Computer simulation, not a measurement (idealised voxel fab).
Herein follows the process module entitled voxel ribs on slabs.
It is cross-section cut that appears here, measuring 255 nm in width, its square cells being 5 nm in size.
Throughout this document, each cross-section is represented as a grid of square cells and is presented as a sequence of bands enumerated from the top downward, where a band comprises one or more rows of cells.
Quick guide to a band line: top height, bottom height (nm) up front; then every material left to right with its width in nm. Only one material and it's marked "everywhere"? Then it fills the band edge to edge. And "air" just means empty space.
The level at which height equals 0 is the one under which the wafer, as it arrives, is entirely one material. No lower edge exists for the bottom band, which continues downward and is notated as in "0 down".
With a width like "30..40", each row of cells in the band differs from the next by the same amount, the top row carrying the first number and the bottom row the second.
Basically "no alteration" means that step didn't change any cell in the cross-section.
Entry "Closed void listing" = empty spaces >= 8 cells with no open way to the top; each as width x height at distance, distance from left edge, all nm.
On each step's line, the part that comes after the settings is the simulator's own comment on the step.
You can add "overlay nm" to a step's line. For a step with a mask, it describes how far the mask lay to the right of its planned position, and a negative number describes a lay to the left.
Plan
| 1 | RECEIVE, material Si |
| 2 | DIRECTIONAL_DEP, material SiO2, thk nm 30 |
| 3 | DIRECTIONAL_DEP, material SiN, thk nm 15 |
| 4 | MASKED_ETCH, tone cover, mask id RIB, width nm 20, etch materials SiN, depth nm 5, overlay nm 0 |
| 5 | PATTERN, tone cover, mask id SLAB, material resist, width nm 70, thk nm 20, overlay nm 0 |
| 6 | DIRECTIONAL_ETCH, etch materials SiN, depth nm 10 |
| 7 | STRIP, etch materials resist |
| 8 | FILL_DEP, material SiO2, thk nm 25 |
| 9 | CMP, height nm 60 |
| 10 | DIRECTIONAL_DEP, material W, thk nm 10 |
| 11 | DIRECTIONAL_DEP, material aC, thk nm 15 |
| 12 | PATTERN, tone cover, mask id HEATER, material resist, width nm 30, thk nm 35, overlay nm 0 |
| 13 | DIRECTIONAL_ETCH, etch materials aC, depth nm 15 |
| 14 | STRIP, etch materials resist |
| 15 | DIRECTIONAL_ETCH, etch materials W, depth nm 10 |
| 16 | STRIP, etch materials aC |
| 17 | CONFORMAL_DEP, material SiO2, thk nm 5 |
First of two wafers, processed according to plan
Cross-section of the wafer upon arrival, representing the state reached after step 1
0 down | Si everywhere
Closed void listing: none
The wafer in cross-section once step 2 is complete
30 to 0 | SiO2 everywhere
Anything lower than 0 is untouched.
The wafer in cross-section once step 3 is complete
45 to 30 | SiN everywhere
Anything lower than 30 is untouched.
The wafer in cross-section once step 4 is complete
45 to 40 | 115 of air | 20 of SiN | 120 of air
Anything lower than 40 is untouched.
The wafer in cross-section once step 5 is complete
65 to 45 | 90 of air | 70 of resist | 95 of air
45 to 40 | 90 of air | 25 of resist | 20 of SiN | 25 of resist | 95 of air
Anything lower than 40 is untouched.
The wafer in cross-section once step 6 is complete
65 to 45 | 90 of air | 70 of resist | 95 of air
45 to 40 | 90 of air | 25 of resist | 20 of SiN | 25 of resist | 95 of air
40 to 30 | 90 of air | 70 of SiN | 95 of air
Anything lower than 30 is untouched.
The wafer in cross-section once step 7 is complete
45 to 40 | 115 of air | 20 of SiN | 120 of air
Anything lower than 40 is untouched.
The wafer in cross-section once step 8 is complete
70 to 45 | SiO2 everywhere
45 to 40 | 115 of SiO2 | 20 of SiN | 120 of SiO2
40 to 30 | 90 of SiO2 | 70 of SiN | 95 of SiO2
Anything lower than 30 is untouched.
The wafer in cross-section once step 9 is complete
60 to 45 | SiO2 everywhere
Anything lower than 45 is untouched.
The wafer in cross-section once step 10 is complete
70 to 60 | W everywhere
Anything lower than 60 is untouched.
The wafer in cross-section once step 11 is complete
85 to 70 | aC everywhere
Anything lower than 70 is untouched.
The wafer in cross-section once step 12 is complete
120 to 85 | 110 of air | 30 of resist | 115 of air
Anything lower than 85 is untouched.
The wafer in cross-section once step 13 is complete
105 to 85 | 110 of air | 30 of resist | 115 of air
85 to 70 | 110 of air | 30 of aC | 115 of air
Anything lower than 70 is untouched.
The wafer in cross-section once step 14 is complete
85 to 70 | 110 of air | 30 of aC | 115 of air
Anything lower than 70 is untouched.
The wafer in cross-section once step 15 is complete
85 to 70 | 110 of air | 30 of aC | 115 of air
70 to 60 | 110 of air | 30 of W | 115 of air
Anything lower than 60 is untouched.
The wafer in cross-section once step 16 is complete
70 to 60 | 110 of air | 30 of W | 115 of air
Anything lower than 60 is untouched.
The wafer in cross-section once step 17 is complete
75 to 70 | 105 of air | 40 of SiO2 | 110 of air
70 to 65 | 105 of air | 5 of SiO2 | 30 of W | 5 of SiO2 | 110 of air
65 to 60 | 110 of SiO2 | 30 of W | 115 of SiO2
Anything lower than 60 is untouched.
Second wafer. Start and plan as for the first. One mistake made in running. Agrees with the first up to and including step 10
Cross-section of the second wafer corresponding to the planned conclusion of step 11
85 to 60 | W everywhere
Anything lower than 60 is untouched.
Cross-section of the second wafer corresponding to the planned conclusion of step 12
120 to 85 | 110 of air | 30 of resist | 115 of air
Anything lower than 85 is untouched.
Cross-section of the second wafer corresponding to the planned conclusion of step 13
105 to 85 | 110 of air | 30 of resist | 115 of air
Anything lower than 85 is untouched.
Cross-section of the second wafer corresponding to the planned conclusion of step 14
85 to 60 | W everywhere
Anything lower than 60 is untouched.
Cross-section of the second wafer corresponding to the planned conclusion of step 15
75 to 60 | W everywhere
Anything lower than 60 is untouched.
Cross-section of the second wafer corresponding to the planned conclusion of step 16: no alteration
Cross-section of the second wafer corresponding to the planned conclusion of step 17
80 to 75 | SiO2 everywhere
Anything lower than 75 is untouched.
What went wrong in running the wafer? step 11, actual vs plan mismatch, actual run DIRECTIONAL_DEP, material W, thk nm 15
Wafer comparison, final, in cells, second relative to first, materials more or fewer: SiO2 -4 | W +141
